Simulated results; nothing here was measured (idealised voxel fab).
Herein follows the process module entitled voxel transistor to metal.
The cross-section shown here is cut; it is 200 nm wide and divided into square cells measuring 5 nm on a side.
Square cells in a grid make up a cross-section in this document, and the grid is given as bands, listed from the top down, each one or more rows of cells. Heads up on the band format: heights come first, top then bottom, in nm. After that it's the materials left to right, each with its width in nm. A single material flagged "everywhere" fills the whole band edge to edge, and "air" means there's empty space there. Height is counted from the level 0, under which the received wafer is composed throughout of one material. The lowest of the bands is not closed at the bottom but continues downward, in the notation "0 and below". The width entry "30..40" should be interpreted row by row: the top row of cells in the band takes the first number, the bottom row takes the second number, and the change between adjacent rows is uniform throughout. "everything unchanged" (step): cross-section cells unchanged, all of them. In "Trapped void list" the enclosed voids are listed, meaning empty spaces of 8 cells or larger without any opening to the top. The form is width x height at distance, distance from the left edge, units nm. Past the settings on a step's line: simulator remark, on that step. overlay nm: how far to the right of its planned place the mask lay on this masked step (negative: to the left). Each of the pairs that make up the rest of this document says: here is the cross-section before one process step, here is the cross-section after it, drawn only down to the lowest band that changed, and here, under the pair, is the step lying between them with its settings. Different pairs may come from different runs of this module on the same starting wafer, so a pair continues from the pair above it only where its entry headed "Before the step" says so.

### Before the step
  0 and below  Si everywhere
  Trapped void list: none

### Sectional Result
  5 down to 0  SiO2 everywhere
  Whatever lies below 0 is exactly as it was before.
  Trapped void list: none
Which process step falls between the two cross-sections above? CONFORMAL_DEP (material SiO2; thk nm 5)

Before the step: = after-state of the pair above.

### Sectional Result
  15 down to 5  SiN everywhere
  Whatever lies below 5 is exactly as it was before.
  Trapped void list: none
Which process step falls between the two cross-sections above? CONFORMAL_DEP (material SiN; thk nm 10)

Before the step: = after-state of the pair above.

### Sectional Result
  30 down to 15  40 of air, then 120 of resist, then 40 of air
  Whatever lies below 15 is exactly as it was before.
  Trapped void list: none
Which process step falls between the two cross-sections above? PATTERN (tone cover; mask id ACTIVE; material resist; width nm 120; thk nm 15; overlay nm 0)

Before the step: = after-state of the pair above.

### Sectional Result
  30 down to 15  40 of air, then 120 of resist, then 40 of air
  15 down to 5  40 of air, then 120 of SiN, then 40 of air
  Whatever lies below 5 is exactly as it was before.
  Trapped void list: none
Which process step falls between the two cross-sections above? DIRECTIONAL_ETCH (etch materials SiN; depth nm 10)

Before the step: = after-state of the pair above.

### Sectional Result
  30 down to 15  40 of air, then 120 of resist, then 40 of air
  15 down to 5  40 of air, then 120 of SiN, then 40 of air
  5 down to 0  40 of air, then 120 of SiO2, then 40 of air
  Whatever lies below 0 is exactly as it was before.
  Trapped void list: none
Which process step falls between the two cross-sections above? DIRECTIONAL_ETCH (etch materials SiO2; depth nm 5)

Before the step: = after-state of the pair above.

### Sectional Result
  30 down to 15  40 of air, then 120 of resist, then 40 of air
  15 down to 5  40 of air, then 120 of SiN, then 40 of air
  5 down to 0  40 of air, then 120 of SiO2, then 40 of air
  0 down to -20  40 of air, then 120 of Si, then 40 of air
  Whatever lies below -20 is exactly as it was before.
  Trapped void list: none
Which process step falls between the two cross-sections above? DIRECTIONAL_ETCH (etch materials Si; depth nm 20)

Before the step: = after-state of the pair above.

### Sectional Result
  15 down to 5  40 of air, then 120 of SiN, then 40 of air
  Whatever lies below 5 is exactly as it was before.
  Trapped void list: none
Which process step falls between the two cross-sections above? STRIP (etch materials resist)

Before the step: = after-state of the pair above.

### Sectional Result
  15 down to 5  40 of air, then 120 of SiN, then 40 of air
  5 down to 0  40 of air, then 120 of SiO2, then 40 of air
  0 down to -20  40 of air, then 5 of SiO2, then 110 of Si, then 5 of SiO2, then 40 of air
  -20 down to -25  45 of SiO2, then 110 of Si, then 45 of SiO2
  Whatever lies below -25 is exactly as it was before.
  Trapped void list: none
Which process step falls between the two cross-sections above? OXIDIZE (depth nm 5)

Before the step: = after-state of the pair above.

### Sectional Result
  25 down to 15  SiO2 everywhere
  15 down to 5  40 of SiO2, then 120 of SiN, then 40 of SiO2
  5 down to 0  SiO2 everywhere
  0 down to -25  45 of SiO2, then 110 of Si, then 45 of SiO2
  Whatever lies below -25 is exactly as it was before.
  Trapped void list: none
Which process step falls between the two cross-sections above? FILL_DEP (material SiO2; thk nm 10)

Before the step: = after-state of the pair above.

### Sectional Result
  15 down to 5  40 of SiO2, then 120 of SiN, then 40 of SiO2
  Whatever lies below 5 is exactly as it was before.
  Trapped void list: none
Which process step falls between the two cross-sections above? CMP (height nm 15)

Before the step: = after-state of the pair above.

### Sectional Result
  15 down to 5  40 of air, then 120 of SiN, then 40 of air
  Whatever lies below 5 is exactly as it was before.
  Trapped void list: none
Which process step falls between the two cross-sections above? SELECTIVE_ETCH (etch materials SiO2; depth nm 10)

Before the step: = after-state of the pair above.

### Sectional Result
  5 down to 0  SiO2 everywhere
  Whatever lies below 0 is exactly as it was before.
  Trapped void list: none
Which process step falls between the two cross-sections above? STRIP (etch materials SiN)

Before the step: = after-state of the pair above.

### Sectional Result
  0 down to -25  45 of SiO2, then 110 of Si, then 45 of SiO2
  Whatever lies below -25 is exactly as it was before.
  Trapped void list: none
Which process step falls between the two cross-sections above? SELECTIVE_ETCH (etch materials SiO2; depth nm 5)

Before the step: = after-state of the pair above.

### Sectional Result
  0 down to -5  SiO2 everywhere
  Whatever lies below -5 is exactly as it was before.
  Trapped void list: none
Which process step falls between the two cross-sections above? OXIDIZE (depth nm 5)

Before the step: = after-state of the pair above.

### Sectional Result
  30 down to 0  polySi everywhere
  Whatever lies below 0 is exactly as it was before.
  Trapped void list: none
Which process step falls between the two cross-sections above? DIRECTIONAL_DEP (material polySi; thk nm 30)

Before the step: = after-state of the pair above.

### Sectional Result
  45 down to 30  SiCN everywhere
  Whatever lies below 30 is exactly as it was before.
  Trapped void list: none
Which process step falls between the two cross-sections above? DIRECTIONAL_DEP (material SiCN; thk nm 15)

Before the step: = after-state of the pair above.

### Sectional Result
  60 down to 45  aC everywhere
  Whatever lies below 45 is exactly as it was before.
  Trapped void list: none
Which process step falls between the two cross-sections above? DIRECTIONAL_DEP (material aC; thk nm 15)

Before the step: = after-state of the pair above.

### Sectional Result
  95 down to 60  90 of air, then 20 of resist, then 90 of air
  Whatever lies below 60 is exactly as it was before.
  Trapped void list: none
Which process step falls between the two cross-sections above? PATTERN (tone cover; mask id GATE; material resist; width nm 20; thk nm 35; overlay nm 0)

Before the step: = after-state of the pair above.

### Sectional Result
  80 down to 60  90 of air, then 20 of resist, then 90 of air
  60 down to 45  90 of air, then 20 of aC, then 90 of air
  Whatever lies below 45 is exactly as it was before.
  Trapped void list: none
Which process step falls between the two cross-sections above? DIRECTIONAL_ETCH (etch materials aC; depth nm 15)

Before the step: = after-state of the pair above.

### Sectional Result
  60 down to 45  90 of air, then 20 of aC, then 90 of air
  Whatever lies below 45 is exactly as it was before.
  Trapped void list: none
Which process step falls between the two cross-sections above? STRIP (etch materials resist)

Before the step: = after-state of the pair above.

### Sectional Result
  60 down to 45  90 of air, then 20 of aC, then 90 of air
  45 down to 30  90 of air, then 20 of SiCN, then 90 of air
  Whatever lies below 30 is exactly as it was before.
  Trapped void list: none
Which process step falls between the two cross-sections above? DIRECTIONAL_ETCH (etch materials SiCN; depth nm 25)

Before the step: = after-state of the pair above.

### Sectional Result
  60 down to 45  90 of air, then 20 of aC, then 90 of air
  45 down to 30  90 of air, then 20 of SiCN, then 90 of air
  30 down to 0  90 of air, then 20 of polySi, then 90 of air
  Whatever lies below 0 is exactly as it was before.
  Trapped void list: none
Which process step falls between the two cross-sections above? DIRECTIONAL_ETCH (etch materials polySi; depth nm 40)

Before the step: = after-state of the pair above.

### Sectional Result
  45 down to 30  90 of air, then 20 of SiCN, then 90 of air
  Whatever lies below 30 is exactly as it was before.
  Trapped void list: none
Which process step falls between the two cross-sections above? STRIP (etch materials aC)

Before the step: = after-state of the pair above.

### Sectional Result
  50 down to 45  85 of air, then 30 of SiO2, then 85 of air
  45 down to 30  85 of air, then 5 of SiO2, then 20 of SiCN, then 5 of SiO2, then 85 of air
  30 down to 5  85 of air, then 5 of SiO2, then 20 of polySi, then 5 of SiO2, then 85 of air
  5 down to 0  90 of SiO2, then 20 of polySi, then 90 of SiO2
  Whatever lies below 0 is exactly as it was before.
  Trapped void list: none
Which process step falls between the two cross-sections above? CONFORMAL_DEP (material SiO2; thk nm 5)

Before the step: = after-state of the pair above.

### Sectional Result
  45 down to 30  85 of air, then 5 of SiO2, then 20 of SiCN, then 5 of SiO2, then 85 of air
  30 down to 0  85 of air, then 5 of SiO2, then 20 of polySi, then 5 of SiO2, then 85 of air
  Whatever lies below 0 is exactly as it was before.
  Trapped void list: none
Which process step falls between the two cross-sections above? DIRECTIONAL_ETCH (etch materials SiO2; depth nm 5)

Before the step: = after-state of the pair above.

### Sectional Result
  50 down to 45  80 of air, then 40 of SiN, then 80 of air
  45 down to 30  80 of air, then 5 of SiN, then 5 of SiO2, then 20 of SiCN, then 5 of SiO2, then 5 of SiN, then 80 of air
  30 down to 5  80 of air, then 5 of SiN, then 5 of SiO2, then 20 of polySi, then 5 of SiO2, then 5 of SiN, then 80 of air
  5 down to 0  85 of SiN, then 5 of SiO2, then 20 of polySi, then 5 of SiO2, then 85 of SiN
  Whatever lies below 0 is exactly as it was before.
  Trapped void list: none
Which process step falls between the two cross-sections above? CONFORMAL_DEP (material SiN; thk nm 5)

Before the step: = after-state of the pair above.

### Sectional Result
  45 down to 30  80 of air, then 5 of SiN, then 5 of SiO2, then 20 of SiCN, then 5 of SiO2, then 5 of SiN, then 80 of air
  30 down to 0  80 of air, then 5 of SiN, then 5 of SiO2, then 20 of polySi, then 5 of SiO2, then 5 of SiN, then 80 of air
  Whatever lies below 0 is exactly as it was before.
  Trapped void list: none
Which process step falls between the two cross-sections above? DIRECTIONAL_ETCH (etch materials SiN; depth nm 5)

Before the step: = after-state of the pair above.

### Sectional Result
  45 down to 40  80 of air, then 5 of SiN, then 5 of air, then 20 of SiCN, then 5 of air, then 5 of SiN, then 80 of air
  40 down to 30  80 of air, then 5 of SiN, then 5 of SiO2, then 20 of SiCN, then 5 of SiO2, then 5 of SiN, then 80 of air
  30 down to 0  80 of air, then 5 of SiN, then 5 of SiO2, then 20 of polySi, then 5 of SiO2, then 5 of SiN, then 80 of air
  0 down to -5  80 of air, then 40 of SiO2, then 80 of air
  Whatever lies below -5 is exactly as it was before.
  Trapped void list: none
Which process step falls between the two cross-sections above? DIRECTIONAL_ETCH (etch materials SiO2; depth nm 5)

Before the step: = after-state of the pair above.

### Sectional Result
  45 down to 40  80 of air, then 5 of SiN, then 5 of air, then 20 of SiCN, then 5 of air, then 5 of SiN, then 80 of air
  40 down to 30  80 of air, then 5 of SiN, then 5 of SiO2, then 20 of SiCN, then 5 of SiO2, then 5 of SiN, then 80 of air
  30 down to 0  80 of air, then 5 of SiN, then 5 of SiO2, then 20 of polySi, then 5 of SiO2, then 5 of SiN, then 80 of air
  0 down to -5  80 of air, then 40 of SiO2, then 80 of air
  -5 down to -10  45 of SiO2, then 35 of air, then 40 of Si, then 35 of air, then 45 of SiO2
  Whatever lies below -10 is exactly as it was before.
  Trapped void list: none
Which process step falls between the two cross-sections above? DIRECTIONAL_ETCH (etch materials Si; depth nm 5)

Before the step: = after-state of the pair above.

### Sectional Result
  45 down to 40  80 of air, then 5 of SiN, then 5 of air, then 20 of SiCN, then 5 of air, then 5 of SiN, then 80 of air
  40 down to 30  80 of air, then 5 of SiN, then 5 of SiO2, then 20 of SiCN, then 5 of SiO2, then 5 of SiN, then 80 of air
  30 down to 0  80 of air, then 5 of SiN, then 5 of SiO2, then 20 of polySi, then 5 of SiO2, then 5 of SiN, then 80 of air
  0 down to -5  75 of air, then 5 of nSi, then 40 of SiO2, then 5 of nSi, then 75 of air
  -5 down to -10  45 of SiO2, then 35 of nSi, then 40 of Si, then 35 of nSi, then 45 of SiO2
  Whatever lies below -10 is exactly as it was before.
  Trapped void list: none
Which process step falls between the two cross-sections above? EPI (material nSi; thk nm 5)

Before the step: = after-state of the pair above.

### Sectional Result
  50 down to 45  SiO2 everywhere
  45 down to 30  80 of SiO2, then 5 of SiN, then 5 of SiO2, then 20 of SiCN, then 5 of SiO2, then 5 of SiN, then 80 of SiO2
  30 down to 0  80 of SiO2, then 5 of SiN, then 5 of SiO2, then 20 of polySi, then 5 of SiO2, then 5 of SiN, then 80 of SiO2
  0 down to -5  75 of SiO2, then 5 of nSi, then 40 of SiO2, then 5 of nSi, then 75 of SiO2
  Whatever lies below -5 is exactly as it was before.
  Trapped void list: none
Which process step falls between the two cross-sections above? FILL_DEP (material SiO2; thk nm 5)

Before the step: = after-state of the pair above.

### Sectional Result
  45 down to 30  80 of SiO2, then 5 of SiN, then 5 of SiO2, then 20 of SiCN, then 5 of SiO2, then 5 of SiN, then 80 of SiO2
  Whatever lies below 30 is exactly as it was before.
  Trapped void list: none
Which process step falls between the two cross-sections above? CMP (height nm 45)

Before the step: = after-state of the pair above.

### Sectional Result
  60 down to 45  SiO2 everywhere
  Whatever lies below 45 is exactly as it was before.
  Trapped void list: none
Which process step falls between the two cross-sections above? DIRECTIONAL_DEP (material SiO2; thk nm 15)

Before the step: = after-state of the pair above.

### Sectional Result
  75 down to 60  aC everywhere
  Whatever lies below 60 is exactly as it was before.
  Trapped void list: none
Which process step falls between the two cross-sections above? DIRECTIONAL_DEP (material aC; thk nm 15)

Before the step: = after-state of the pair above.

### Sectional Result
  105 down to 75  50 of resist, then 20 of air, then 60 of resist, then 20 of air, then 50 of resist
  Whatever lies below 75 is exactly as it was before.
  Trapped void list: none
Which process step falls between the two cross-sections above? PATTERN (tone open; mask id CONTACT; material resist; width nm 20; pitch nm 80; thk nm 30; overlay nm 0)

Before the step: = after-state of the pair above.

### Sectional Result
  90 down to 75  50 of resist, then 20 of air, then 60 of resist, then 20 of air, then 50 of resist
  75 down to 60  50 of aC, then 20 of air, then 60 of aC, then 20 of air, then 50 of aC
  Whatever lies below 60 is exactly as it was before.
  Trapped void list: none
Which process step falls between the two cross-sections above? DIRECTIONAL_ETCH (etch materials aC; depth nm 15)

Before the step: = after-state of the pair above.

### Sectional Result
  75 down to 60  50 of aC, then 20 of air, then 60 of aC, then 20 of air, then 50 of aC
  Whatever lies below 60 is exactly as it was before.
  Trapped void list: none
Which process step falls between the two cross-sections above? STRIP (etch materials resist)

Before the step: = after-state of the pair above.

### Sectional Result
  75 down to 60  50 of aC, then 20 of air, then 60 of aC, then 20 of air, then 50 of aC
  60 down to 45  50 of SiO2, then 20 of air, then 60 of SiO2, then 20 of air, then 50 of SiO2
  45 down to 30  50 of SiO2, then 20 of air, then 10 of SiO2, then 5 of SiN, then 5 of SiO2, then 20 of SiCN, then 5 of SiO2, then 5 of SiN, then 10 of SiO2, then 20 of air, then 50 of SiO2
  30 down to 0  50 of SiO2, then 20 of air, then 10 of SiO2, then 5 of SiN, then 5 of SiO2, then 20 of polySi, then 5 of SiO2, then 5 of SiN, then 10 of SiO2, then 20 of air, then 50 of SiO2
  0 down to -5  50 of SiO2, then 20 of air, then 5 of SiO2, then 5 of nSi, then 40 of SiO2, then 5 of nSi, then 5 of SiO2, then 20 of air, then 50 of SiO2
  Whatever lies below -5 is exactly as it was before.
  Trapped void list: none
Which process step falls between the two cross-sections above? DIRECTIONAL_ETCH (etch materials SiO2; depth nm 65)

Before the step: = after-state of the pair above.

### Sectional Result
  60 down to 45  50 of SiO2, then 20 of air, then 60 of SiO2, then 20 of air, then 50 of SiO2
  Whatever lies below 45 is exactly as it was before.
  Trapped void list: none
Which process step falls between the two cross-sections above? STRIP (etch materials aC)

Before the step: = after-state of the pair above.

### Sectional Result
  65 down to 60  55 of TiN, then 10 of air, then 70 of TiN, then 10 of air, then 55 of TiN
  60 down to 45  50 of SiO2, then 5 of TiN, then 10 of air, then 5 of TiN, then 60 of SiO2, then 5 of TiN, then 10 of air, then 5 of TiN, then 50 of SiO2
  45 down to 30  50 of SiO2, then 5 of TiN, then 10 of air, then 5 of TiN, then 10 of SiO2, then 5 of SiN, then 5 of SiO2, then 20 of SiCN, then 5 of SiO2, then 5 of SiN, then 10 of SiO2, then 5 of TiN, then 10 of air, then 5 of TiN, then 50 of SiO2
  30 down to 0  50 of SiO2, then 5 of TiN, then 10 of air, then 5 of TiN, then 10 of SiO2, then 5 of SiN, then 5 of SiO2, then 20 of polySi, then 5 of SiO2, then 5 of SiN, then 10 of SiO2, then 5 of TiN, then 10 of air, then 5 of TiN, then 50 of SiO2
  0 down to -5  50 of SiO2, then 20 of TiN, then 5 of SiO2, then 5 of nSi, then 40 of SiO2, then 5 of nSi, then 5 of SiO2, then 20 of TiN, then 50 of SiO2
  Whatever lies below -5 is exactly as it was before.
  Trapped void list: none
Which process step falls between the two cross-sections above? CONFORMAL_DEP (material TiN; thk nm 5)

Before the step: = after-state of the pair above.

### Sectional Result
  75 down to 65  W everywhere
  65 down to 60  55 of TiN, then 10 of W, then 70 of TiN, then 10 of W, then 55 of TiN
  60 down to 45  50 of SiO2, then 5 of TiN, then 10 of W, then 5 of TiN, then 60 of SiO2, then 5 of TiN, then 10 of W, then 5 of TiN, then 50 of SiO2
  45 down to 30  50 of SiO2, then 5 of TiN, then 10 of W, then 5 of TiN, then 10 of SiO2, then 5 of SiN, then 5 of SiO2, then 20 of SiCN, then 5 of SiO2, then 5 of SiN, then 10 of SiO2, then 5 of TiN, then 10 of W, then 5 of TiN, then 50 of SiO2
  30 down to 0  50 of SiO2, then 5 of TiN, then 10 of W, then 5 of TiN, then 10 of SiO2, then 5 of SiN, then 5 of SiO2, then 20 of polySi, then 5 of SiO2, then 5 of SiN, then 10 of SiO2, then 5 of TiN, then 10 of W, then 5 of TiN, then 50 of SiO2
  Whatever lies below 0 is exactly as it was before.
  Trapped void list: none
Which process step falls between the two cross-sections above? FILL_DEP (material W; thk nm 10)

Before the step: = after-state of the pair above.

### Sectional Result
  60 down to 45  50 of SiO2, then 5 of TiN, then 10 of W, then 5 of TiN, then 60 of SiO2, then 5 of TiN, then 10 of W, then 5 of TiN, then 50 of SiO2
  Whatever lies below 45 is exactly as it was before.
  Trapped void list: none
Which process step falls between the two cross-sections above? CMP (height nm 60)

Before the step: = after-state of the pair above.

### Sectional Result
  65 down to 60  TiN everywhere
  Whatever lies below 60 is exactly as it was before.
  Trapped void list: none
Which process step falls between the two cross-sections above? DIRECTIONAL_DEP (material TiN; thk nm 5)

Before the step: = after-state of the pair above.

### Sectional Result
  85 down to 65  Ru everywhere
  Whatever lies below 65 is exactly as it was before.
  Trapped void list: none
Which process step falls between the two cross-sections above? DIRECTIONAL_DEP (material Ru; thk nm 20)

Before the step: = after-state of the pair above.

### Sectional Result
  105 down to 85  50 of air, then 20 of resist, then 60 of air, then 20 of resist, then 50 of air
  Whatever lies below 85 is exactly as it was before.
  Trapped void list: none
Which process step falls between the two cross-sections above? PATTERN (tone cover; mask id METAL_1; material resist; width nm 20; pitch nm 80; thk nm 20; overlay nm 0)

Before the step: = after-state of the pair above.

### Sectional Result
  105 down to 85  50 of air, then 20 of resist, then 60 of air, then 20 of resist, then 50 of air
  85 down to 65  50 of air, then 20 of Ru, then 60 of air, then 20 of Ru, then 50 of air
  Whatever lies below 65 is exactly as it was before.
  Trapped void list: none
Which process step falls between the two cross-sections above? DIRECTIONAL_ETCH (etch materials Ru; depth nm 20)

Before the step: = after-state of the pair above.

### Sectional Result
  105 down to 85  50 of air, then 20 of resist, then 60 of air, then 20 of resist, then 50 of air
  85 down to 65  50 of air, then 20 of Ru, then 60 of air, then 20 of Ru, then 50 of air
  65 down to 60  50 of air, then 20 of TiN, then 60 of air, then 20 of TiN, then 50 of air
  Whatever lies below 60 is exactly as it was before.
  Trapped void list: none
Which process step falls between the two cross-sections above? DIRECTIONAL_ETCH (etch materials TiN; depth nm 5)

Before the step: = after-state of the pair above.

### Sectional Result
  85 down to 65  50 of air, then 20 of Ru, then 60 of air, then 20 of Ru, then 50 of air
  Whatever lies below 65 is exactly as it was before.
  Trapped void list: none
Which process step falls between the two cross-sections above? STRIP (etch materials resist)

Before the step: = after-state of the pair above.

### Sectional Result
  95 down to 85  lowk everywhere
  85 down to 65  50 of lowk, then 20 of Ru, then 60 of lowk, then 20 of Ru, then 50 of lowk
  65 down to 60  50 of lowk, then 20 of TiN, then 60 of lowk, then 20 of TiN, then 50 of lowk
  Whatever lies below 60 is exactly as it was before.
  Trapped void list: none
Which process step falls between the two cross-sections above? FILL_DEP (material lowk; thk nm 10)

Before the step: = after-state of the pair above.

### Sectional Result
  85 down to 65  50 of lowk, then 20 of Ru, then 60 of lowk, then 20 of Ru, then 50 of lowk
  Whatever lies below 65 is exactly as it was before.
  Trapped void list: none
Which process step falls between the two cross-sections above? CMP (height nm 85)

Before the step: = after-state of the pair above.

### Sectional Result
  90 down to 85  SiCN everywhere
  Whatever lies below 85 is exactly as it was before.
  Trapped void list: none
Which process step falls between the two cross-sections above? CONFORMAL_DEP (material SiCN; thk nm 5)

### Before the step
  75 down to 65  W everywhere
  65 down to 60  55 of TiN, then 10 of W, then 70 of TiN, then 10 of W, then 55 of TiN
  60 down to 45  50 of SiO2, then 5 of TiN, then 10 of W, then 5 of TiN, then 60 of SiO2, then 5 of TiN, then 10 of W, then 5 of TiN, then 50 of SiO2
  45 down to 30  50 of SiO2, then 5 of TiN, then 10 of W, then 5 of TiN, then 10 of SiO2, then 5 of SiN, then 5 of SiO2, then 20 of SiCN, then 5 of SiO2, then 5 of SiN, then 10 of SiO2, then 5 of TiN, then 10 of W, then 5 of TiN, then 50 of SiO2
  30 down to 0  50 of SiO2, then 5 of TiN, then 10 of W, then 5 of TiN, then 10 of SiO2, then 5 of SiN, then 5 of SiO2, then 20 of polySi, then 5 of SiO2, then 5 of SiN, then 10 of SiO2, then 5 of TiN, then 10 of W, then 5 of TiN, then 50 of SiO2
  0 down to -5  50 of SiO2, then 20 of TiN, then 5 of SiO2, then 5 of nSi, then 40 of SiO2, then 5 of nSi, then 5 of SiO2, then 20 of TiN, then 50 of SiO2
  -5 down to -10  45 of SiO2, then 35 of nSi, then 40 of Si, then 35 of nSi, then 45 of SiO2
  -10 down to -25  45 of SiO2, then 110 of Si, then 45 of SiO2
  -25 and below  Si everywhere
  Trapped void list: none

### Sectional Result
  80 down to 75  TiN everywhere
  Whatever lies below 75 is exactly as it was before.
  Trapped void list: none
Which process step falls between the two cross-sections above? DIRECTIONAL_DEP (material TiN; thk nm 5)

Before the step: = after-state of the pair above.

### Sectional Result
  100 down to 80  Ru everywhere
  Whatever lies below 80 is exactly as it was before.
  Trapped void list: none
Which process step falls between the two cross-sections above? DIRECTIONAL_DEP (material Ru; thk nm 20)

Before the step: = after-state of the pair above.

### Sectional Result
  120 down to 100  50 of air, then 20 of resist, then 60 of air, then 20 of resist, then 50 of air
  Whatever lies below 100 is exactly as it was before.
  Trapped void list: none
Which process step falls between the two cross-sections above? PATTERN (tone cover; mask id METAL_1; material resist; width nm 20; pitch nm 80; thk nm 20; overlay nm 0)

Before the step: = after-state of the pair above.

### Sectional Result
  120 down to 100  50 of air, then 20 of resist, then 60 of air, then 20 of resist, then 50 of air
  100 down to 80  50 of air, then 20 of Ru, then 60 of air, then 20 of Ru, then 50 of air
  Whatever lies below 80 is exactly as it was before.
  Trapped void list: none
Which process step falls between the two cross-sections above? DIRECTIONAL_ETCH (etch materials Ru; depth nm 20)

Before the step: = after-state of the pair above.

### Sectional Result
  120 down to 100  50 of air, then 20 of resist, then 60 of air, then 20 of resist, then 50 of air
  100 down to 80  50 of air, then 20 of Ru, then 60 of air, then 20 of Ru, then 50 of air
  80 down to 75  50 of air, then 20 of TiN, then 60 of air, then 20 of TiN, then 50 of air
  Whatever lies below 75 is exactly as it was before.
  Trapped void list: none
Which process step falls between the two cross-sections above? DIRECTIONAL_ETCH (etch materials TiN; depth nm 5)

Before the step: = after-state of the pair above.

### Sectional Result
  100 down to 80  50 of air, then 20 of Ru, then 60 of air, then 20 of Ru, then 50 of air
  Whatever lies below 80 is exactly as it was before.
  Trapped void list: none
Which process step falls between the two cross-sections above? STRIP (etch materials resist)

Before the step: = after-state of the pair above.

### Sectional Result
  110 down to 100  lowk everywhere
  100 down to 80  50 of lowk, then 20 of Ru, then 60 of lowk, then 20 of Ru, then 50 of lowk
  80 down to 75  50 of lowk, then 20 of TiN, then 60 of lowk, then 20 of TiN, then 50 of lowk
  Whatever lies below 75 is exactly as it was before.
  Trapped void list: none
Which process step falls between the two cross-sections above? FILL_DEP (material lowk; thk nm 10)

Before the step: = after-state of the pair above.

### Sectional Result
  85 down to 80  50 of lowk, then 20 of Ru, then 60 of lowk, then 20 of Ru, then 50 of lowk
  Whatever lies below 80 is exactly as it was before.
  Trapped void list: none
Which process step falls between the two cross-sections above? CMP (height nm 85)

Before the step: = after-state of the pair above.

### Sectional Result
  90 down to 85  SiCN everywhere
  Whatever lies below 85 is exactly as it was before.
  Trapped void list: none
Which process step falls between the two cross-sections above? CONFORMAL_DEP (material SiCN; thk nm 5)

### Before the step
  45 down to 30  SiCN everywhere
  30 down to 0  polySi everywhere
  0 down to -5  SiO2 everywhere
  -5 down to -25  45 of SiO2, then 110 of Si, then 45 of SiO2
  -25 and below  Si everywhere
  Trapped void list: none

### Sectional Result
  60 down to 30  SiCN everywhere
  Whatever lies below 30 is exactly as it was before.
  Trapped void list: none
Which process step falls between the two cross-sections above? DIRECTIONAL_DEP (material SiCN; thk nm 15)

Before the step: = after-state of the pair above.

### Sectional Result
  75 down to 60  aC everywhere
  Whatever lies below 60 is exactly as it was before.
  Trapped void list: none
Which process step falls between the two cross-sections above? DIRECTIONAL_DEP (material aC; thk nm 15)

Before the step: = after-state of the pair above.

### Sectional Result
  110 down to 75  90 of air, then 20 of resist, then 90 of air
  Whatever lies below 75 is exactly as it was before.
  Trapped void list: none
Which process step falls between the two cross-sections above? PATTERN (tone cover; mask id GATE; material resist; width nm 20; thk nm 35; overlay nm 0)

Before the step: = after-state of the pair above.

### Sectional Result
  95 down to 75  90 of air, then 20 of resist, then 90 of air
  75 down to 60  90 of air, then 20 of aC, then 90 of air
  Whatever lies below 60 is exactly as it was before.
  Trapped void list: none
Which process step falls between the two cross-sections above? DIRECTIONAL_ETCH (etch materials aC; depth nm 15)

Before the step: = after-state of the pair above.

### Sectional Result
  75 down to 60  90 of air, then 20 of aC, then 90 of air
  Whatever lies below 60 is exactly as it was before.
  Trapped void list: none
Which process step falls between the two cross-sections above? STRIP (etch materials resist)

Before the step: = after-state of the pair above.

### Sectional Result
  75 down to 60  90 of air, then 20 of aC, then 90 of air
  60 down to 35  90 of air, then 20 of SiCN, then 90 of air
  Whatever lies below 35 is exactly as it was before.
  Trapped void list: none
Which process step falls between the two cross-sections above? DIRECTIONAL_ETCH (etch materials SiCN; depth nm 25)

Before the step: = after-state of the pair above.

### Sectional Result
  60 down to 35  90 of air, then 20 of SiCN, then 90 of air
  Whatever lies below 35 is exactly as it was before.
  Trapped void list: none
Which process step falls between the two cross-sections above? STRIP (etch materials aC)

Before the step: = after-state of the pair above.

### Sectional Result
  65 down to 60  85 of air, then 30 of SiO2, then 85 of air
  60 down to 40  85 of air, then 5 of SiO2, then 20 of SiCN, then 5 of SiO2, then 85 of air
  40 down to 35  90 of SiO2, then 20 of SiCN, then 90 of SiO2
  Whatever lies below 35 is exactly as it was before.
  Trapped void list: none
Which process step falls between the two cross-sections above? CONFORMAL_DEP (material SiO2; thk nm 5)

Before the step: = after-state of the pair above.

### Sectional Result
  60 down to 35  85 of air, then 5 of SiO2, then 20 of SiCN, then 5 of SiO2, then 85 of air
  Whatever lies below 35 is exactly as it was before.
  Trapped void list: none
Which process step falls between the two cross-sections above? DIRECTIONAL_ETCH (etch materials SiO2; depth nm 5)

Before the step: = after-state of the pair above.

### Sectional Result
  65 down to 60  80 of air, then 40 of SiN, then 80 of air
  60 down to 40  80 of air, then 5 of SiN, then 5 of SiO2, then 20 of SiCN, then 5 of SiO2, then 5 of SiN, then 80 of air
  40 down to 35  85 of SiN, then 5 of SiO2, then 20 of SiCN, then 5 of SiO2, then 85 of SiN
  Whatever lies below 35 is exactly as it was before.
  Trapped void list: none
Which process step falls between the two cross-sections above? CONFORMAL_DEP (material SiN; thk nm 5)

Before the step: = after-state of the pair above.

### Sectional Result
  60 down to 35  80 of air, then 5 of SiN, then 5 of SiO2, then 20 of SiCN, then 5 of SiO2, then 5 of SiN, then 80 of air
  Whatever lies below 35 is exactly as it was before.
  Trapped void list: none
Which process step falls between the two cross-sections above? DIRECTIONAL_ETCH (etch materials SiN; depth nm 5)

Before the step: = after-state of the pair above.

### Sectional Result
  60 down to 55  80 of air, then 5 of SiN, then 5 of air, then 20 of SiCN, then 5 of air, then 5 of SiN, then 80 of air
  Whatever lies below 55 is exactly as it was before.
  Trapped void list: none
Which process step falls between the two cross-sections above? DIRECTIONAL_ETCH (etch materials SiO2; depth nm 5)

Before the step: = after-state of the pair above.

### Sectional Result
  65 down to 60  SiO2 everywhere
  60 down to 35  80 of SiO2, then 5 of SiN, then 5 of SiO2, then 20 of SiCN, then 5 of SiO2, then 5 of SiN, then 80 of SiO2
  Whatever lies below 35 is exactly as it was before.
  Trapped void list: none
Which process step falls between the two cross-sections above? FILL_DEP (material SiO2; thk nm 5)

Before the step: = after-state of the pair above.

### Sectional Result
  45 down to 35  80 of SiO2, then 5 of SiN, then 5 of SiO2, then 20 of SiCN, then 5 of SiO2, then 5 of SiN, then 80 of SiO2
  Whatever lies below 35 is exactly as it was before.
  Trapped void list: none
Which process step falls between the two cross-sections above? CMP (height nm 45)

Before the step: = after-state of the pair above.

### Sectional Result
  60 down to 45  SiO2 everywhere
  Whatever lies below 45 is exactly as it was before.
  Trapped void list: none
Which process step falls between the two cross-sections above? DIRECTIONAL_DEP (material SiO2; thk nm 15)

Before the step: = after-state of the pair above.

### Sectional Result
  75 down to 60  aC everywhere
  Whatever lies below 60 is exactly as it was before.
  Trapped void list: none
Which process step falls between the two cross-sections above? DIRECTIONAL_DEP (material aC; thk nm 15)
